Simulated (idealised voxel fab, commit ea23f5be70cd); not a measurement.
This is a process module. Its name is voxel wiring stack.
This is section cut - it's 230 nm across, gridded in 5 nm square cells.
Notation: cross-section as square-cell grid; stated in bands, top first, going down; one or more cell rows per band.
Basically the band line says how high the top is and how high the bottom is, in nm, and then what's in it from left to right, every material with its width in nm. Empty space shows up as "air", and if a single material carries "full width" it runs the full band edge to edge.
The reference from which all heights are counted is 0, the level beneath which the as-received wafer is entirely one material; the lowest band, having no lower bound, proceeds downward and is written after the example "from 0 down".
It should be noted that a width expressed as "30..40" varies in equal increments from row to row of cells within the band, taking the value of the first number at the top row and that of the second number at the bottom row.
What does "everything unchanged" mean for a step? It means no cell of the cross-section changed in that step.
In the "Closed internal cavities" entry, you get each enclosed empty space of 8 cells or more, one with no open way to the top, written width x height at distance, distance from the left edge, in nm.
That trailing text on a step's line, after the settings, is the simulator's own remark on the step.
"overlay nm", when on a step's line for a step with a mask, measures how far to the right of its planned place the mask lay; a negative measure means to the left.

**Here's what the planned process steps look like**
- 1: RECEIVE | material Si
- 2: CONFORMAL_DEP | material SiO2 | thk nm 10
- 3: DIRECTIONAL_DEP | material TiN | thk nm 5
- 4: DIRECTIONAL_DEP | material Ru | thk nm 25
- 5: PATTERN | tone cover | mask id METAL_1 | material resist | width nm 25 | pitch nm 55 | thk nm 20 | overlay nm 0
- 6: DIRECTIONAL_ETCH | etch materials Ru | depth nm 25
- 7: DIRECTIONAL_ETCH | etch materials TiN | depth nm 5
- 8: STRIP | etch materials resist
- 9: FILL_DEP | material SiO2 | thk nm 10
- 10: CMP | height nm 40
- 11: CONFORMAL_DEP | material SiCN | thk nm 5
- 12: DIRECTIONAL_DEP | material lowk | thk nm 20
- 13: MASKED_ETCH | tone open | mask id PLUG_1 | width nm 15 | pitch nm 55 | etch materials lowk | depth nm 20 | overlay nm 0
- 14: MASKED_ETCH | tone open | mask id PLUG_1 | width nm 15 | pitch nm 55 | etch materials SiCN | depth nm 5 | overlay nm 0
- 15: EPI | material Ru | thk nm 10
- 16: EPI | material Ru | thk nm 10
- 17: EPI | material Ru | thk nm 5
- 18: CONFORMAL_DEP | material SiN | thk nm 5
- 19: DIRECTIONAL_DEP | material lowk | thk nm 20
- 20: MASKED_ETCH | tone open | mask id METAL_2 | width nm 25 | pitch nm 55 | etch materials lowk | depth nm 20 | overlay nm 0
- 21: MASKED_ETCH | tone open | mask id METAL_2 | width nm 25 | pitch nm 55 | etch materials SiN | depth nm 5 | overlay nm 0
- 22: CONFORMAL_DEP | material TiN | thk nm 5
- 23: FILL_DEP | material Ru | thk nm 10
- 24: CMP | height nm 90
- 25: EPI | material Ru | thk nm 5
- 26: FILL_DEP | material SiCN | thk nm 5
- 27: DIRECTIONAL_DEP | material lowk | thk nm 35
- 28: DIRECTIONAL_DEP | material aC | thk nm 10
- 29: PATTERN | tone open | mask id METAL_3 | material resist | width nm 25 | pitch nm 55 | thk nm 25 | overlay nm 0
- 30: DIRECTIONAL_ETCH | etch materials aC | depth nm 10
- 31: STRIP | etch materials resist
- 32: DIRECTIONAL_ETCH | etch materials lowk | depth nm 20
- 33: STRIP | etch materials aC
- 34: DIRECTIONAL_DEP | material aC | thk nm 10
- 35: PATTERN | tone open | mask id METAL_3_HOLES | material resist | width nm 15 | pitch nm 55 | thk nm 30 | overlay nm 0
- 36: DIRECTIONAL_ETCH | etch materials aC | depth nm 10
- 37: STRIP | etch materials resist
- 38: DIRECTIONAL_ETCH | etch materials lowk | depth nm 15
- 39: DIRECTIONAL_ETCH | etch materials SiCN | depth nm 5
- 40: STRIP | etch materials aC
- 41: CONFORMAL_DEP | material TiN | thk nm 5
- 42: FILL_DEP | material Cu | thk nm 10
- 43: CMP | height nm 135
- 44: CONFORMAL_DEP | material SiN | thk nm 5

**Received-state cross-section, reflecting completion of step 1**
* from 0 down = Si full width
* Closed internal cavities: none

**Final cross-section, module run with one mistake (start and plan as above)**
* from 140 to 135 = SiN full width
* from 135 to 120 = 75 nm lowk, 5 nm TiN, 15 nm lowk, 5 nm TiN, 30 nm lowk, 5 nm TiN, 15 nm lowk, 5 nm TiN, 75 nm lowk
* from 120 to 115 = 75 nm lowk, 5 nm TiN, 5 nm lowk, 15 nm TiN, 30 nm lowk, 5 nm TiN, 5 nm lowk, 15 nm TiN, 75 nm lowk
* from 115 to 100 = 75 nm lowk, 5 nm TiN, 5 nm lowk, 5 nm TiN, 40 nm lowk, 5 nm TiN, 5 nm lowk, 5 nm TiN, 85 nm lowk
* from 100 to 95 = 75 nm SiCN, 15 nm TiN, 40 nm SiCN, 15 nm TiN, 85 nm SiCN
* from 95 to 90 = 70 nm SiCN, 35 nm Ru, 20 nm SiCN, 35 nm Ru, 70 nm SiCN
* from 90 to 70 = 75 nm lowk, 5 nm TiN, 15 nm Ru, 5 nm TiN, 30 nm lowk, 5 nm TiN, 15 nm Ru, 5 nm TiN, 75 nm lowk
* from 70 to 65 = 75 nm SiN, 25 nm TiN, 30 nm SiN, 25 nm TiN, 75 nm SiN
* from 65 to 45 = 75 nm lowk, 15 nm Ru, 40 nm lowk, 15 nm Ru, 85 nm lowk
* from 45 to 40 = 75 nm SiCN, 15 nm Ru, 40 nm SiCN, 15 nm Ru, 85 nm SiCN
* from 40 to 15 = 75 nm SiO2, 25 nm Ru, 30 nm SiO2, 25 nm Ru, 75 nm SiO2
* from 15 to 10 = 75 nm SiO2, 25 nm TiN, 30 nm SiO2, 25 nm TiN, 75 nm SiO2
* from 10 to 0 = SiO2 full width
* from 0 down = Si full width
* Closed internal cavities: none
Misprocessing identified: it should be noted that step 42 was executed with settings other than those planned, the operation and settings actually applied being FILL_DEP | material lowk | thk nm 10
